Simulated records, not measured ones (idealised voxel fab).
process module | voxel transistor to metal
cross-section cut | 275 nm wide | cells 5 nm
A cross-section is a grid of square cells, given in bands from the top down. A band is one or more rows of cells.
Each band's line starts with the height of the band's top and of its bottom, in nm. Then come its materials from left to right, each with its width in nm. One material with "throughout" fills the band from edge to edge. "air" is empty space.
Height 0 is the level under which the wafer as received is all one material. The lowest band goes on downwards, as in "0 down".
A width such as "30 to 40" changes by the same amount from each row of cells to the next, from the band's top row to its bottom row.
"no change" after a step means that no cell of the cross-section changed.
closed voids: empty space of 8 cells or more with no open way to the top, each as width x height at its distance from the left edge, in nm
after a step's settings: what the simulator itself notes on the step
overlay nm, on a step with a mask: how far to the right of its planned place the mask lay; to the left if negative
plan
1 op RECEIVE | material Si
2 op CONFORMAL_DEP | material SiO2 | thk nm 5
3 op CONFORMAL_DEP | material SiN | thk nm 10
4 op PATTERN | tone cover | mask id ACTIVE | material resist | width nm 105 | pitch nm 125 | thk nm 15 | overlay nm 0
5 op DIRECTIONAL_ETCH | etch materials SiN | depth nm 10
6 op DIRECTIONAL_ETCH | etch materials SiO2 | depth nm 5
7 op DIRECTIONAL_ETCH | etch materials Si | depth nm 25
8 op STRIP | etch materials resist
9 op OXIDIZE | depth nm 5
10 op FILL_DEP | material SiO2 | thk nm 10
11 op CMP | height nm 15
12 op SELECTIVE_ETCH | etch materials SiO2 | depth nm 10
13 op STRIP | etch materials SiN
14 op SELECTIVE_ETCH | etch materials SiO2 | depth nm 5
15 op OXIDIZE | depth nm 5
16 op DIRECTIONAL_DEP | material polySi | thk nm 30
17 op DIRECTIONAL_DEP | material SiCN | thk nm 10
18 op MASKED_ETCH | tone cover | mask id GATE | width nm 25 | pitch nm 125 | etch materials SiCN | depth nm 20 | overlay nm 0
19 op MASKED_ETCH | tone cover | mask id GATE | width nm 25 | pitch nm 125 | etch materials polySi | depth nm 40 | overlay nm 0
20 op CONFORMAL_DEP | material SiO2 | thk nm 5
21 op DIRECTIONAL_ETCH | etch materials SiO2 | depth nm 5
22 op CONFORMAL_DEP | material SiN | thk nm 5
23 op DIRECTIONAL_ETCH | etch materials SiN | depth nm 5
24 op DIRECTIONAL_ETCH | etch materials SiO2 | depth nm 5
25 op DIRECTIONAL_ETCH | etch materials Si | depth nm 15
26 op EPI | material SiGe | thk nm 20
27 op FILL_DEP | material SiO2 | thk nm 5
28 op CMP | height nm 30
29 op STRIP | etch materials polySi
30 op SELECTIVE_ETCH | etch materials SiO2 | depth nm 5
31 op CONFORMAL_DEP | material HfO2 | thk nm 5
32 op CONFORMAL_DEP | material TiN | thk nm 5
33 op FILL_DEP | material W | thk nm 5
34 op CMP | height nm 25
35 op DIRECTIONAL_DEP | material SiO2 | thk nm 10
36 op PATTERN | tone open | mask id CONTACT | material resist | width nm 20 | thk nm 20 | overlay nm 0
37 op DIRECTIONAL_ETCH | etch materials SiO2 | depth nm 35
38 op STRIP | etch materials resist
39 op CONFORMAL_DEP | material TiN | thk nm 5
40 op FILL_DEP | material Ru | thk nm 10
41 op CMP | height nm 35
42 op DIRECTIONAL_DEP | material TiN | thk nm 5
43 op DIRECTIONAL_DEP | material Ru | thk nm 25
44 op DIRECTIONAL_DEP | material aC | thk nm 10
45 op PATTERN | tone cover | mask id METAL_1 | material resist | width nm 20 | thk nm 30 | overlay nm 0
46 op DIRECTIONAL_ETCH | etch materials aC | depth nm 10
47 op STRIP | etch materials resist
48 op DIRECTIONAL_ETCH | etch materials Ru | depth nm 25
49 op DIRECTIONAL_ETCH | etch materials TiN | depth nm 5
50 op STRIP | etch materials aC
51 op CONFORMAL_DEP | material SiN | thk nm 5
52 op FILL_DEP | material lowk | thk nm 10
53 op CMP | height nm 65
54 op CONFORMAL_DEP | material SiCN | thk nm 5
as received, after step 1
  0 down: Si throughout
  closed voids: none
first wafer at the end, as planned
  70 to 65: SiCN throughout
  65 to 40: lowk 20 | SiN 5 | Ru 20 | SiN 5 | lowk 45 | SiN 5 | Ru 20 | SiN 5 | lowk 20 | SiN 5 | Ru 20 | SiN 5 | lowk 45 | SiN 5 | Ru 20 | SiN 5 | lowk 25
  40 to 35: SiN 25 | TiN 20 | SiN 55 | TiN 20 | SiN 30 | TiN 20 | SiN 55 | TiN 20 | SiN 30
  35 to 25: SiO2 25 | TiN 5 | Ru 10 | TiN 5 | SiO2 55 | TiN 5 | Ru 10 | TiN 5 | SiO2 30 | TiN 5 | Ru 10 | TiN 5 | SiO2 55 | TiN 5 | Ru 10 | TiN 5 | SiO2 30
  25 to 20: SiO2 25 | TiN 5 | Ru 10 | TiN 5 | SiO2 5 | SiN 5 | HfO2 5 | TiN 5 | W 15 | TiN 5 | HfO2 5 | SiN 5 | SiO2 5 | TiN 5 | Ru 10 | TiN 5 | SiO2 30 | TiN 5 | Ru 10 | TiN 5 | SiO2 5 | SiN 5 | HfO2 5 | TiN 5 | W 15 | TiN 5 | HfO2 5 | SiN 5 | SiO2 5 | TiN 5 | Ru 10 | TiN 5 | SiO2 30
  20 to 15: SiO2 25 | TiN 20 | SiO2 5 | SiN 5 | HfO2 5 | TiN 5 | W 15 | TiN 5 | HfO2 5 | SiN 5 | SiO2 5 | TiN 20 | SiO2 30 | TiN 20 | SiO2 5 | SiN 5 | HfO2 5 | TiN 5 | W 15 | TiN 5 | HfO2 5 | SiN 5 | SiO2 5 | TiN 20 | SiO2 30
  15 to 5: SiO2 25 | TiN 5 | SiGe 20 | SiN 5 | HfO2 5 | TiN 5 | W 15 | TiN 5 | HfO2 5 | SiN 5 | SiGe 20 | TiN 5 | SiO2 30 | TiN 5 | SiGe 20 | SiN 5 | HfO2 5 | TiN 5 | W 15 | TiN 5 | HfO2 5 | SiN 5 | SiGe 20 | TiN 5 | SiO2 30
  5 to 0: SiO2 25 | TiN 5 | SiGe 20 | SiN 5 | HfO2 5 | TiN 25 | HfO2 5 | SiN 5 | SiGe 20 | TiN 5 | SiO2 30 | TiN 5 | SiGe 20 | SiN 5 | HfO2 5 | TiN 25 | HfO2 5 | SiN 5 | SiGe 20 | TiN 5 | SiO2 30
  0 to -5: SiO2 20 | SiGe 30 | SiO2 5 | HfO2 35 | SiO2 5 | SiGe 30 | SiO2 20 | SiGe 30 | SiO2 5 | HfO2 35 | SiO2 5 | SiGe 30 | SiO2 25
  -5 to -20: SiO2 25 | SiGe 25 | Si 45 | SiGe 25 | SiO2 30 | SiGe 25 | Si 45 | SiGe 25 | SiO2 30
  -20 to -30: SiO2 25 | Si 95 | SiO2 30 | Si 95 | SiO2 30
  -30 down: Si throughout
  closed voids: none
second wafer at the end: like start, like plan, one mistake
  70 to 65: SiCN throughout
  65 to 40: lowk 20 | SiN 5 | Ru 20 | SiN 5 | lowk 45 | SiN 5 | Ru 20 | SiN 5 | lowk 20 | SiN 5 | Ru 20 | SiN 5 | lowk 45 | SiN 5 | Ru 20 | SiN 5 | lowk 25
  40 to 35: SiN 25 | TiN 20 | SiN 55 | TiN 20 | SiN 30 | TiN 20 | SiN 55 | TiN 20 | SiN 30
  35 to 25: SiO2 25 | TiN 5 | Ru 10 | TiN 5 | SiO2 55 | TiN 5 | Ru 10 | TiN 5 | SiO2 30 | TiN 5 | Ru 10 | TiN 5 | SiO2 55 | TiN 5 | Ru 10 | TiN 5 | SiO2 30
  25 to 20: SiO2 25 | TiN 5 | Ru 10 | TiN 5 | SiO2 5 | SiN 5 | W 5 | TiN 5 | W 15 | TiN 5 | W 5 | SiN 5 | SiO2 5 | TiN 5 | Ru 10 | TiN 5 | SiO2 30 | TiN 5 | Ru 10 | TiN 5 | SiO2 5 | SiN 5 | W 5 | TiN 5 | W 15 | TiN 5 | W 5 | SiN 5 | SiO2 5 | TiN 5 | Ru 10 | TiN 5 | SiO2 30
  20 to 15: SiO2 25 | TiN 20 | SiO2 5 | SiN 5 | W 5 | TiN 5 | W 15 | TiN 5 | W 5 | SiN 5 | SiO2 5 | TiN 20 | SiO2 30 | TiN 20 | SiO2 5 | SiN 5 | W 5 | TiN 5 | W 15 | TiN 5 | W 5 | SiN 5 | SiO2 5 | TiN 20 | SiO2 30
  15 to 5: SiO2 25 | TiN 5 | SiGe 20 | SiN 5 | W 5 | TiN 5 | W 15 | TiN 5 | W 5 | SiN 5 | SiGe 20 | TiN 5 | SiO2 30 | TiN 5 | SiGe 20 | SiN 5 | W 5 | TiN 5 | W 15 | TiN 5 | W 5 | SiN 5 | SiGe 20 | TiN 5 | SiO2 30
  5 to 0: SiO2 25 | TiN 5 | SiGe 20 | SiN 5 | W 5 | TiN 25 | W 5 | SiN 5 | SiGe 20 | TiN 5 | SiO2 30 | TiN 5 | SiGe 20 | SiN 5 | W 5 | TiN 25 | W 5 | SiN 5 | SiGe 20 | TiN 5 | SiO2 30
  0 to -5: SiO2 20 | SiGe 30 | SiO2 5 | W 35 | SiO2 5 | SiGe 30 | SiO2 20 | SiGe 30 | SiO2 5 | W 35 | SiO2 5 | SiGe 30 | SiO2 25
  -5 to -20: SiO2 25 | SiGe 25 | Si 45 | SiGe 25 | SiO2 30 | SiGe 25 | Si 45 | SiGe 25 | SiO2 30
  -20 to -30: SiO2 25 | Si 95 | SiO2 30 | Si 95 | SiO2 30
  -30 down: Si throughout
  closed voids: none
what went wrong: step 31 ran as: op CONFORMAL_DEP | material W | thk nm 5
at the end the second wafer has, in cells: 34 fewer of HfO2 | 34 more of W
